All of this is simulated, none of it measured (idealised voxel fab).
process module | voxel transistor to metal
cross-section cut | 185 nm wide | cells 5 nm
A cross-section is a grid of square cells, given in bands from the top down. A band is one or more rows of cells.
Each band's line starts with the height of the band's top and of its bottom, in nm. Then come its materials from left to right, each with its width in nm. One material with "throughout" fills the band from edge to edge. "air" is empty space.
Height 0 is the level under which the wafer as received is all one material. The lowest band goes on downwards, as in "0 down".
A width such as "30 to 40" changes by the same amount from each row of cells to the next, from the band's top row to its bottom row.
"no change" after a step means that no cell of the cross-section changed.
closed voids: empty space of 8 cells or more with no open way to the top, each as width x height at its distance from the left edge, in nm
after a step's settings: what the simulator itself notes on the step
overlay nm, on a step with a mask: how far to the right of its planned place the mask lay; to the left if negative
plan
1 op RECEIVE | material Si
2 op OXIDIZE | depth nm 5
3 op CONFORMAL_DEP | material SiN | thk nm 10
4 op MASKED_ETCH | tone cover | mask id ACTIVE | width nm 115 | etch materials SiN | depth nm 10 | overlay nm 0
5 op MASKED_ETCH | tone cover | mask id ACTIVE | width nm 115 | etch materials SiO2 | depth nm 5 | overlay nm 0
6 op MASKED_ETCH | tone cover | mask id ACTIVE | width nm 115 | etch materials Si | depth nm 20 | overlay nm 0
7 op OXIDIZE | depth nm 5
8 op FILL_DEP | material SiO2 | thk nm 10
9 op CMP | height nm 10
10 op SELECTIVE_ETCH | etch materials SiO2 | depth nm 10
11 op STRIP | etch materials SiN
12 op SELECTIVE_ETCH | etch materials SiO2 | depth nm 5
13 op OXIDIZE | depth nm 5
14 op DIRECTIONAL_DEP | material polySi | thk nm 25
15 op DIRECTIONAL_DEP | material SiCN | thk nm 15
16 op PATTERN | tone cover | mask id GATE | material resist | width nm 35 | thk nm 20 | overlay nm 0
17 op DIRECTIONAL_ETCH | etch materials SiCN | depth nm 25
18 op DIRECTIONAL_ETCH | etch materials polySi | depth nm 35
19 op STRIP | etch materials resist
20 op CONFORMAL_DEP | material SiN | thk nm 10
21 op DIRECTIONAL_ETCH | etch materials SiN | depth nm 10
22 op DIRECTIONAL_ETCH | etch materials SiO2 | depth nm 5
23 op DIRECTIONAL_ETCH | etch materials Si | depth nm 15
24 op EPI | material SiGe | thk nm 20
25 op FILL_DEP | material SiO2 | thk nm 5
26 op CMP | height nm 20
27 op STRIP | etch materials polySi
28 op SELECTIVE_ETCH | etch materials SiO2 | depth nm 5
29 op CONFORMAL_DEP | material HfO2 | thk nm 5
30 op CONFORMAL_DEP | material TiN | thk nm 5
31 op FILL_DEP | material W | thk nm 10
32 op CMP | height nm 15
33 op DIRECTIONAL_DEP | material SiO2 | thk nm 10
34 op PATTERN | tone open | mask id CONTACT | material resist | width nm 20 | pitch nm 85 | thk nm 20 | overlay nm 0
35 op DIRECTIONAL_ETCH | etch materials SiO2 | depth nm 30
36 op STRIP | etch materials resist
37 op CONFORMAL_DEP | material TiN | thk nm 5
38 op FILL_DEP | material W | thk nm 10
39 op CMP | height nm 25
40 op DIRECTIONAL_DEP | material TiN | thk nm 5
41 op DIRECTIONAL_DEP | material Ru | thk nm 15
42 op PATTERN | tone cover | mask id METAL_1 | material resist | width nm 20 | pitch nm 85 | thk nm 15 | overlay nm 0
43 op DIRECTIONAL_ETCH | etch materials Ru | depth nm 15
44 op DIRECTIONAL_ETCH | etch materials TiN | depth nm 5
45 op STRIP | etch materials resist
46 op CONFORMAL_DEP | material SiCN | thk nm 5
47 op FILL_DEP | material lowk | thk nm 5
48 op CMP | height nm 45
49 op CONFORMAL_DEP | material SiCN | thk nm 5
50 op DIRECTIONAL_DEP | material lowk | thk nm 35
51 op MASKED_ETCH | tone open | mask id METAL_2_HOLES | width nm 15 | pitch nm 85 | etch materials lowk | depth nm 35 | overlay nm 0
52 op PATTERN | tone open | mask id METAL_2 | material resist | width nm 20 | pitch nm 85 | thk nm 15 | overlay nm 0
53 op DIRECTIONAL_ETCH | etch materials lowk | depth nm 20
54 op DIRECTIONAL_ETCH | etch materials SiCN | depth nm 5
55 op STRIP | etch materials resist
56 op CONFORMAL_DEP | material TiN | thk nm 5
57 op FILL_DEP | material Cu | thk nm 5
58 op CMP | height nm 85
59 op CONFORMAL_DEP | material SiCN | thk nm 5
first wafer, as planned
as received, after step 1
  0 down: Si throughout
  closed voids: none
after step 2
  0 to -5: SiO2 throughout
  below -5: unchanged
after step 3
  10 to 0: SiN throughout
  below 0: unchanged
after step 4
  10 to 0: air 35 | SiN 115 | air 35
  below 0: unchanged
after step 5
  10 to 0: air 35 | SiN 115 | air 35
  0 to -5: air 35 | SiO2 115 | air 35
  below -5: unchanged
after step 6
  10 to 0: air 35 | SiN 115 | air 35
  0 to -5: air 35 | SiO2 115 | air 35
  -5 to -25: air 35 | Si 115 | air 35
  below -25: unchanged
after step 7
  10 to 0: air 35 | SiN 115 | air 35
  0 to -5: air 35 | SiO2 115 | air 35
  -5 to -25: air 35 | SiO2 5 | Si 105 | SiO2 5 | air 35
  -25 to -30: SiO2 40 | Si 105 | SiO2 40
  below -30: unchanged
after step 8
  20 to 10: SiO2 throughout
  10 to 0: SiO2 35 | SiN 115 | SiO2 35
  0 to -5: SiO2 throughout
  -5 to -30: SiO2 40 | Si 105 | SiO2 40
  below -30: unchanged
after step 9
  10 to 0: SiO2 35 | SiN 115 | SiO2 35
  below 0: unchanged
after step 10
  10 to 0: air 35 | SiN 115 | air 35
  below 0: unchanged
after step 11
  0 to -5: SiO2 throughout
  below -5: unchanged
after step 12
  -5 to -30: SiO2 40 | Si 105 | SiO2 40
  below -30: unchanged
after step 13
  -5 to -10: SiO2 throughout
  below -10: unchanged
after step 14
  20 to -5: polySi throughout
  below -5: unchanged
after step 15
  35 to 20: SiCN throughout
  below 20: unchanged
after step 16
  55 to 35: air 75 | resist 35 | air 75
  below 35: unchanged
after step 17
  55 to 35: air 75 | resist 35 | air 75
  35 to 20: air 75 | SiCN 35 | air 75
  below 20: unchanged
after step 18
  55 to 35: air 75 | resist 35 | air 75
  35 to 20: air 75 | SiCN 35 | air 75
  20 to -5: air 75 | polySi 35 | air 75
  below -5: unchanged
after step 19
  35 to 20: air 75 | SiCN 35 | air 75
  below 20: unchanged
after step 20
  45 to 35: air 65 | SiN 55 | air 65
  35 to 20: air 65 | SiN 10 | SiCN 35 | SiN 10 | air 65
  20 to 5: air 65 | SiN 10 | polySi 35 | SiN 10 | air 65
  5 to -5: SiN 75 | polySi 35 | SiN 75
  below -5: unchanged
after step 21
  35 to 20: air 65 | SiN 10 | SiCN 35 | SiN 10 | air 65
  20 to -5: air 65 | SiN 10 | polySi 35 | SiN 10 | air 65
  below -5: unchanged
after step 22
  35 to 20: air 65 | SiN 10 | SiCN 35 | SiN 10 | air 65
  20 to -5: air 65 | SiN 10 | polySi 35 | SiN 10 | air 65
  -5 to -10: air 65 | SiO2 55 | air 65
  below -10: unchanged
after step 23
  35 to 20: air 65 | SiN 10 | SiCN 35 | SiN 10 | air 65
  20 to -5: air 65 | SiN 10 | polySi 35 | SiN 10 | air 65
  -5 to -10: air 65 | SiO2 55 | air 65
  -10 to -25: SiO2 40 | air 25 | Si 55 | air 25 | SiO2 40
  below -25: unchanged
after step 24
  35 to 20: air 65 | SiN 10 | SiCN 35 | SiN 10 | air 65
  20 to 10: air 65 | SiN 10 | polySi 35 | SiN 10 | air 65
  10 to -5: air 45 | SiGe 20 | SiN 10 | polySi 35 | SiN 10 | SiGe 20 | air 45
  -5 to -10: air 35 | SiGe 30 | SiO2 55 | SiGe 30 | air 35
  -10 to -25: SiO2 40 | SiGe 25 | Si 55 | SiGe 25 | SiO2 40
  below -25: unchanged
after step 25
  40 to 35: SiO2 throughout
  35 to 20: SiO2 65 | SiN 10 | SiCN 35 | SiN 10 | SiO2 65
  20 to 10: SiO2 65 | SiN 10 | polySi 35 | SiN 10 | SiO2 65
  10 to -5: SiO2 45 | SiGe 20 | SiN 10 | polySi 35 | SiN 10 | SiGe 20 | SiO2 45
  -5 to -10: SiO2 35 | SiGe 30 | SiO2 55 | SiGe 30 | SiO2 35
  below -10: unchanged
after step 26
  20 to 10: SiO2 65 | SiN 10 | polySi 35 | SiN 10 | SiO2 65
  below 10: unchanged
after step 27
  20 to 10: SiO2 65 | SiN 10 | air 35 | SiN 10 | SiO2 65
  10 to -5: SiO2 45 | SiGe 20 | SiN 10 | air 35 | SiN 10 | SiGe 20 | SiO2 45
  below -5: unchanged
after step 28
  20 to 15: air 65 | SiN 10 | air 35 | SiN 10 | air 65
  15 to 10: SiO2 65 | SiN 10 | air 35 | SiN 10 | SiO2 65
  10 to -5: SiO2 45 | SiGe 20 | SiN 10 | air 35 | SiN 10 | SiGe 20 | SiO2 45
  -5 to -10: SiO2 35 | SiGe 30 | SiO2 5 | air 45 | SiO2 5 | SiGe 30 | SiO2 35
  below -10: unchanged
after step 29
  25 to 20: air 60 | HfO2 20 | air 25 | HfO2 20 | air 60
  20 to 15: HfO2 65 | SiN 10 | HfO2 5 | air 25 | HfO2 5 | SiN 10 | HfO2 65
  15 to 10: SiO2 65 | SiN 10 | HfO2 5 | air 25 | HfO2 5 | SiN 10 | SiO2 65
  10 to -5: SiO2 45 | SiGe 20 | SiN 10 | HfO2 5 | air 25 | HfO2 5 | SiN 10 | SiGe 20 | SiO2 45
  -5 to -10: SiO2 35 | SiGe 30 | SiO2 5 | HfO2 45 | SiO2 5 | SiGe 30 | SiO2 35
  below -10: unchanged
after step 30
  30 to 25: air 55 | TiN 30 | air 15 | TiN 30 | air 55
  25 to 20: TiN 60 | HfO2 20 | TiN 5 | air 15 | TiN 5 | HfO2 20 | TiN 60
  20 to 15: HfO2 65 | SiN 10 | HfO2 5 | TiN 5 | air 15 | TiN 5 | HfO2 5 | SiN 10 | HfO2 65
  15 to 10: SiO2 65 | SiN 10 | HfO2 5 | TiN 5 | air 15 | TiN 5 | HfO2 5 | SiN 10 | SiO2 65
  10 to 0: SiO2 45 | SiGe 20 | SiN 10 | HfO2 5 | TiN 5 | air 15 | TiN 5 | HfO2 5 | SiN 10 | SiGe 20 | SiO2 45
  0 to -5: SiO2 45 | SiGe 20 | SiN 10 | HfO2 5 | TiN 25 | HfO2 5 | SiN 10 | SiGe 20 | SiO2 45
  below -5: unchanged
after step 31
  40 to 30: W throughout
  30 to 25: W 55 | TiN 30 | W 15 | TiN 30 | W 55
  25 to 20: TiN 60 | HfO2 20 | TiN 5 | W 15 | TiN 5 | HfO2 20 | TiN 60
  20 to 15: HfO2 65 | SiN 10 | HfO2 5 | TiN 5 | W 15 | TiN 5 | HfO2 5 | SiN 10 | HfO2 65
  15 to 10: SiO2 65 | SiN 10 | HfO2 5 | TiN 5 | W 15 | TiN 5 | HfO2 5 | SiN 10 | SiO2 65
  10 to 0: SiO2 45 | SiGe 20 | SiN 10 | HfO2 5 | TiN 5 | W 15 | TiN 5 | HfO2 5 | SiN 10 | SiGe 20 | SiO2 45
  below 0: unchanged
after step 32
  15 to 10: SiO2 65 | SiN 10 | HfO2 5 | TiN 5 | W 15 | TiN 5 | HfO2 5 | SiN 10 | SiO2 65
  below 10: unchanged
after step 33
  25 to 15: SiO2 throughout
  below 15: unchanged
after step 34
  45 to 25: resist 40 | air 20 | resist 65 | air 20 | resist 40
  below 25: unchanged
after step 35
  45 to 25: resist 40 | air 20 | resist 65 | air 20 | resist 40
  25 to 15: SiO2 40 | air 20 | SiO2 65 | air 20 | SiO2 40
  15 to 10: SiO2 40 | air 20 | SiO2 5 | SiN 10 | HfO2 5 | TiN 5 | W 15 | TiN 5 | HfO2 5 | SiN 10 | SiO2 5 | air 20 | SiO2 40
  10 to 0: SiO2 40 | air 5 | SiGe 20 | SiN 10 | HfO2 5 | TiN 5 | W 15 | TiN 5 | HfO2 5 | SiN 10 | SiGe 20 | air 5 | SiO2 40
  0 to -5: SiO2 40 | air 5 | SiGe 20 | SiN 10 | HfO2 5 | TiN 25 | HfO2 5 | SiN 10 | SiGe 20 | air 5 | SiO2 40
  below -5: unchanged
after step 36
  25 to 15: SiO2 40 | air 20 | SiO2 65 | air 20 | SiO2 40
  below 15: unchanged
after step 37
  30 to 25: TiN 45 | air 10 | TiN 75 | air 10 | TiN 45
  25 to 15: SiO2 40 | TiN 5 | air 10 | TiN 5 | SiO2 65 | TiN 5 | air 10 | TiN 5 | SiO2 40
  15 to 10: SiO2 40 | TiN 20 | SiO2 5 | SiN 10 | HfO2 5 | TiN 5 | W 15 | TiN 5 | HfO2 5 | SiN 10 | SiO2 5 | TiN 20 | SiO2 40
  10 to 0: SiO2 40 | TiN 5 | SiGe 20 | SiN 10 | HfO2 5 | TiN 5 | W 15 | TiN 5 | HfO2 5 | SiN 10 | SiGe 20 | TiN 5 | SiO2 40
  0 to -5: SiO2 40 | TiN 5 | SiGe 20 | SiN 10 | HfO2 5 | TiN 25 | HfO2 5 | SiN 10 | SiGe 20 | TiN 5 | SiO2 40
  below -5: unchanged
after step 38
  40 to 30: W throughout
  30 to 25: TiN 45 | W 10 | TiN 75 | W 10 | TiN 45
  25 to 15: SiO2 40 | TiN 5 | W 10 | TiN 5 | SiO2 65 | TiN 5 | W 10 | TiN 5 | SiO2 40
  below 15: unchanged
after step 39
  25 to 15: SiO2 40 | TiN 5 | W 10 | TiN 5 | SiO2 65 | TiN 5 | W 10 | TiN 5 | SiO2 40
  below 15: unchanged
after step 40
  30 to 25: TiN throughout
  below 25: unchanged
after step 41
  45 to 30: Ru throughout
  below 30: unchanged
after step 42
  60 to 45: air 40 | resist 20 | air 65 | resist 20 | air 40
  below 45: unchanged
after step 43
  60 to 45: air 40 | resist 20 | air 65 | resist 20 | air 40
  45 to 30: air 40 | Ru 20 | air 65 | Ru 20 | air 40
  below 30: unchanged
after step 44
  60 to 45: air 40 | resist 20 | air 65 | resist 20 | air 40
  45 to 30: air 40 | Ru 20 | air 65 | Ru 20 | air 40
  30 to 25: air 40 | TiN 20 | air 65 | TiN 20 | air 40
  below 25: unchanged
after step 45
  45 to 30: air 40 | Ru 20 | air 65 | Ru 20 | air 40
  below 30: unchanged
after step 46
  50 to 45: air 35 | SiCN 30 | air 55 | SiCN 30 | air 35
  45 to 30: air 35 | SiCN 5 | Ru 20 | SiCN 5 | air 55 | SiCN 5 | Ru 20 | SiCN 5 | air 35
  30 to 25: SiCN 40 | TiN 20 | SiCN 65 | TiN 20 | SiCN 40
  below 25: unchanged
after step 47
  55 to 50: lowk throughout
  50 to 45: lowk 35 | SiCN 30 | lowk 55 | SiCN 30 | lowk 35
  45 to 30: lowk 35 | SiCN 5 | Ru 20 | SiCN 5 | lowk 55 | SiCN 5 | Ru 20 | SiCN 5 | lowk 35
  below 30: unchanged
after step 48
  45 to 30: lowk 35 | SiCN 5 | Ru 20 | SiCN 5 | lowk 55 | SiCN 5 | Ru 20 | SiCN 5 | lowk 35
  below 30: unchanged
after step 49
  50 to 45: SiCN throughout
  below 45: unchanged
after step 50
  85 to 50: lowk throughout
  below 50: unchanged
after step 51
  85 to 50: lowk 40 | air 15 | lowk 70 | air 15 | lowk 45
  below 50: unchanged
after step 52
  100 to 85: resist 40 | air 20 | resist 65 | air 20 | resist 40
  below 85: unchanged
after step 53
  100 to 85: resist 40 | air 20 | resist 65 | air 20 | resist 40
  85 to 65: lowk 40 | air 20 | lowk 65 | air 20 | lowk 40
  below 65: unchanged
after step 54
  100 to 85: resist 40 | air 20 | resist 65 | air 20 | resist 40
  85 to 65: lowk 40 | air 20 | lowk 65 | air 20 | lowk 40
  65 to 50: lowk 40 | air 15 | lowk 70 | air 15 | lowk 45
  50 to 45: SiCN 40 | air 15 | SiCN 70 | air 15 | SiCN 45
  below 45: unchanged
after step 55
  85 to 65: lowk 40 | air 20 | lowk 65 | air 20 | lowk 40
  below 65: unchanged
after step 56
  90 to 85: TiN 45 | air 10 | TiN 75 | air 10 | TiN 45
  85 to 70: lowk 40 | TiN 5 | air 10 | TiN 5 | lowk 65 | TiN 5 | air 10 | TiN 5 | lowk 40
  70 to 65: lowk 40 | TiN 5 | air 5 | TiN 10 | lowk 65 | TiN 5 | air 5 | TiN 10 | lowk 40
  65 to 50: lowk 40 | TiN 5 | air 5 | TiN 5 | lowk 70 | TiN 5 | air 5 | TiN 5 | lowk 45
  50 to 45: SiCN 40 | TiN 15 | SiCN 70 | TiN 15 | SiCN 45
  below 45: unchanged
after step 57
  95 to 90: Cu throughout
  90 to 85: TiN 45 | Cu 10 | TiN 75 | Cu 10 | TiN 45
  85 to 70: lowk 40 | TiN 5 | Cu 10 | TiN 5 | lowk 65 | TiN 5 | Cu 10 | TiN 5 | lowk 40
  70 to 65: lowk 40 | TiN 5 | Cu 5 | TiN 10 | lowk 65 | TiN 5 | Cu 5 | TiN 10 | lowk 40
  65 to 50: lowk 40 | TiN 5 | Cu 5 | TiN 5 | lowk 70 | TiN 5 | Cu 5 | TiN 5 | lowk 45
  below 50: unchanged
after step 58
  85 to 70: lowk 40 | TiN 5 | Cu 10 | TiN 5 | lowk 65 | TiN 5 | Cu 10 | TiN 5 | lowk 40
  below 70: unchanged
after step 59
  90 to 85: SiCN throughout
  below 85: unchanged
second wafer: like start, like plan, one mistake. Through step 23 it matches the first wafer
when step 24 should have ended
  35 to 30: air 65 | SiN 10 | SiCN 35 | SiN 10 | air 65
  30 to 20: air 25 | SiGe 40 | SiN 10 | SiCN 35 | SiN 10 | SiGe 40 | air 25
  20 to 15: air 25 | SiGe 40 | SiN 10 | polySi 35 | SiN 10 | SiGe 40 | air 25
  15 to -5: air 15 | SiGe 50 | SiN 10 | polySi 35 | SiN 10 | SiGe 50 | air 15
  -5 to -10: air 15 | SiGe 50 | SiO2 55 | SiGe 50 | air 15
  -10 to -25: SiO2 40 | SiGe 25 | Si 55 | SiGe 25 | SiO2 40
  below -25: unchanged
when step 25 should have ended
  40 to 35: SiO2 throughout
  35 to 30: SiO2 65 | SiN 10 | SiCN 35 | SiN 10 | SiO2 65
  30 to 20: SiO2 25 | SiGe 40 | SiN 10 | SiCN 35 | SiN 10 | SiGe 40 | SiO2 25
  20 to 15: SiO2 25 | SiGe 40 | SiN 10 | polySi 35 | SiN 10 | SiGe 40 | SiO2 25
  15 to -5: SiO2 15 | SiGe 50 | SiN 10 | polySi 35 | SiN 10 | SiGe 50 | SiO2 15
  -5 to -10: SiO2 15 | SiGe 50 | SiO2 55 | SiGe 50 | SiO2 15
  below -10: unchanged
when step 26 should have ended
  20 to 15: SiO2 25 | SiGe 40 | SiN 10 | polySi 35 | SiN 10 | SiGe 40 | SiO2 25
  below 15: unchanged
when step 27 should have ended
  20 to 15: SiO2 25 | SiGe 40 | SiN 10 | air 35 | SiN 10 | SiGe 40 | SiO2 25
  15 to -5: SiO2 15 | SiGe 50 | SiN 10 | air 35 | SiN 10 | SiGe 50 | SiO2 15
  below -5: unchanged
when step 28 should have ended
  20 to 15: air 25 | SiGe 40 | SiN 10 | air 35 | SiN 10 | SiGe 40 | air 25
  15 to -5: SiO2 15 | SiGe 50 | SiN 10 | air 35 | SiN 10 | SiGe 50 | SiO2 15
  -5 to -10: SiO2 15 | SiGe 50 | SiO2 5 | air 45 | SiO2 5 | SiGe 50 | SiO2 15
  below -10: unchanged
when step 29 should have ended
  25 to 20: air 20 | HfO2 60 | air 25 | HfO2 60 | air 20
  20 to 15: HfO2 25 | SiGe 40 | SiN 10 | HfO2 5 | air 25 | HfO2 5 | SiN 10 | SiGe 40 | HfO2 25
  15 to -5: SiO2 15 | SiGe 50 | SiN 10 | HfO2 5 | air 25 | HfO2 5 | SiN 10 | SiGe 50 | SiO2 15
  -5 to -10: SiO2 15 | SiGe 50 | SiO2 5 | HfO2 45 | SiO2 5 | SiGe 50 | SiO2 15
  below -10: unchanged
when step 30 should have ended
  30 to 25: air 15 | TiN 70 | air 15 | TiN 70 | air 15
  25 to 20: TiN 20 | HfO2 60 | TiN 5 | air 15 | TiN 5 | HfO2 60 | TiN 20
  20 to 15: HfO2 25 | SiGe 40 | SiN 10 | HfO2 5 | TiN 5 | air 15 | TiN 5 | HfO2 5 | SiN 10 | SiGe 40 | HfO2 25
  15 to 0: SiO2 15 | SiGe 50 | SiN 10 | HfO2 5 | TiN 5 | air 15 | TiN 5 | HfO2 5 | SiN 10 | SiGe 50 | SiO2 15
  0 to -5: SiO2 15 | SiGe 50 | SiN 10 | HfO2 5 | TiN 25 | HfO2 5 | SiN 10 | SiGe 50 | SiO2 15
  below -5: unchanged
when step 31 should have ended
  40 to 30: W throughout
  30 to 25: W 15 | TiN 70 | W 15 | TiN 70 | W 15
  25 to 20: TiN 20 | HfO2 60 | TiN 5 | W 15 | TiN 5 | HfO2 60 | TiN 20
  20 to 15: HfO2 25 | SiGe 40 | SiN 10 | HfO2 5 | TiN 5 | W 15 | TiN 5 | HfO2 5 | SiN 10 | SiGe 40 | HfO2 25
  15 to 0: SiO2 15 | SiGe 50 | SiN 10 | HfO2 5 | TiN 5 | W 15 | TiN 5 | HfO2 5 | SiN 10 | SiGe 50 | SiO2 15
  below 0: unchanged
when step 32 should have ended
  15 to 0: SiO2 15 | SiGe 50 | SiN 10 | HfO2 5 | TiN 5 | W 15 | TiN 5 | HfO2 5 | SiN 10 | SiGe 50 | SiO2 15
  below 0: unchanged
when step 33 should have ended
  25 to 15: SiO2 throughout
  below 15: unchanged
when step 34 should have ended
  45 to 25: resist 40 | air 20 | resist 65 | air 20 | resist 40
  below 25: unchanged
when step 35 should have ended
  45 to 25: resist 40 | air 20 | resist 65 | air 20 | resist 40
  25 to 15: SiO2 40 | air 20 | SiO2 65 | air 20 | SiO2 40
  below 15: unchanged
when step 36 should have ended
  25 to 15: SiO2 40 | air 20 | SiO2 65 | air 20 | SiO2 40
  below 15: unchanged
when step 37 should have ended
  30 to 25: TiN 45 | air 10 | TiN 75 | air 10 | TiN 45
  25 to 20: SiO2 40 | TiN 5 | air 10 | TiN 5 | SiO2 65 | TiN 5 | air 10 | TiN 5 | SiO2 40
  20 to 15: SiO2 40 | TiN 20 | SiO2 65 | TiN 20 | SiO2 40
  below 15: unchanged
when step 38 should have ended
  40 to 30: W throughout
  30 to 25: TiN 45 | W 10 | TiN 75 | W 10 | TiN 45
  25 to 20: SiO2 40 | TiN 5 | W 10 | TiN 5 | SiO2 65 | TiN 5 | W 10 | TiN 5 | SiO2 40
  below 20: unchanged
when step 39 should have ended
  25 to 20: SiO2 40 | TiN 5 | W 10 | TiN 5 | SiO2 65 | TiN 5 | W 10 | TiN 5 | SiO2 40
  below 20: unchanged
when step 40 should have ended
  30 to 25: TiN throughout
  below 25: unchanged
when step 41 should have ended
  45 to 30: Ru throughout
  below 30: unchanged
when step 42 should have ended
  60 to 45: air 40 | resist 20 | air 65 | resist 20 | air 40
  below 45: unchanged
when step 43 should have ended
  60 to 45: air 40 | resist 20 | air 65 | resist 20 | air 40
  45 to 30: air 40 | Ru 20 | air 65 | Ru 20 | air 40
  below 30: unchanged
when step 44 should have ended
  60 to 45: air 40 | resist 20 | air 65 | resist 20 | air 40
  45 to 30: air 40 | Ru 20 | air 65 | Ru 20 | air 40
  30 to 25: air 40 | TiN 20 | air 65 | TiN 20 | air 40
  below 25: unchanged
when step 45 should have ended
  45 to 30: air 40 | Ru 20 | air 65 | Ru 20 | air 40
  below 30: unchanged
when step 46 should have ended
  50 to 45: air 35 | SiCN 30 | air 55 | SiCN 30 | air 35
  45 to 30: air 35 | SiCN 5 | Ru 20 | SiCN 5 | air 55 | SiCN 5 | Ru 20 | SiCN 5 | air 35
  30 to 25: SiCN 40 | TiN 20 | SiCN 65 | TiN 20 | SiCN 40
  below 25: unchanged
when step 47 should have ended
  55 to 50: lowk throughout
  50 to 45: lowk 35 | SiCN 30 | lowk 55 | SiCN 30 | lowk 35
  45 to 30: lowk 35 | SiCN 5 | Ru 20 | SiCN 5 | lowk 55 | SiCN 5 | Ru 20 | SiCN 5 | lowk 35
  below 30: unchanged
when step 48 should have ended
  45 to 30: lowk 35 | SiCN 5 | Ru 20 | SiCN 5 | lowk 55 | SiCN 5 | Ru 20 | SiCN 5 | lowk 35
  below 30: unchanged
when step 49 should have ended
  50 to 45: SiCN throughout
  below 45: unchanged
when step 50 should have ended
  85 to 50: lowk throughout
  below 50: unchanged
when step 51 should have ended
  85 to 50: lowk 40 | air 15 | lowk 70 | air 15 | lowk 45
  below 50: unchanged
when step 52 should have ended
  100 to 85: resist 40 | air 20 | resist 65 | air 20 | resist 40
  below 85: unchanged
when step 53 should have ended
  100 to 85: resist 40 | air 20 | resist 65 | air 20 | resist 40
  85 to 65: lowk 40 | air 20 | lowk 65 | air 20 | lowk 40
  below 65: unchanged
when step 54 should have ended
  100 to 85: resist 40 | air 20 | resist 65 | air 20 | resist 40
  85 to 65: lowk 40 | air 20 | lowk 65 | air 20 | lowk 40
  65 to 50: lowk 40 | air 15 | lowk 70 | air 15 | lowk 45
  50 to 45: SiCN 40 | air 15 | SiCN 70 | air 15 | SiCN 45
  below 45: unchanged
when step 55 should have ended
  85 to 65: lowk 40 | air 20 | lowk 65 | air 20 | lowk 40
  below 65: unchanged
when step 56 should have ended
  90 to 85: TiN 45 | air 10 | TiN 75 | air 10 | TiN 45
  85 to 70: lowk 40 | TiN 5 | air 10 | TiN 5 | lowk 65 | TiN 5 | air 10 | TiN 5 | lowk 40
  70 to 65: lowk 40 | TiN 5 | air 5 | TiN 10 | lowk 65 | TiN 5 | air 5 | TiN 10 | lowk 40
  65 to 50: lowk 40 | TiN 5 | air 5 | TiN 5 | lowk 70 | TiN 5 | air 5 | TiN 5 | lowk 45
  50 to 45: SiCN 40 | TiN 15 | SiCN 70 | TiN 15 | SiCN 45
  below 45: unchanged
when step 57 should have ended
  95 to 90: Cu throughout
  90 to 85: TiN 45 | Cu 10 | TiN 75 | Cu 10 | TiN 45
  85 to 70: lowk 40 | TiN 5 | Cu 10 | TiN 5 | lowk 65 | TiN 5 | Cu 10 | TiN 5 | lowk 40
  70 to 65: lowk 40 | TiN 5 | Cu 5 | TiN 10 | lowk 65 | TiN 5 | Cu 5 | TiN 10 | lowk 40
  65 to 50: lowk 40 | TiN 5 | Cu 5 | TiN 5 | lowk 70 | TiN 5 | Cu 5 | TiN 5 | lowk 45
  below 50: unchanged
when step 58 should have ended
  85 to 70: lowk 40 | TiN 5 | Cu 10 | TiN 5 | lowk 65 | TiN 5 | Cu 10 | TiN 5 | lowk 40
  below 70: unchanged
when step 59 should have ended
  90 to 85: SiCN throughout
  below 85: unchanged
what went wrong: step 24 was run twice
at the end the second wafer has, in cells: 64 more of SiGe | 50 fewer of SiO2 | 10 fewer of TiN | 4 fewer of W
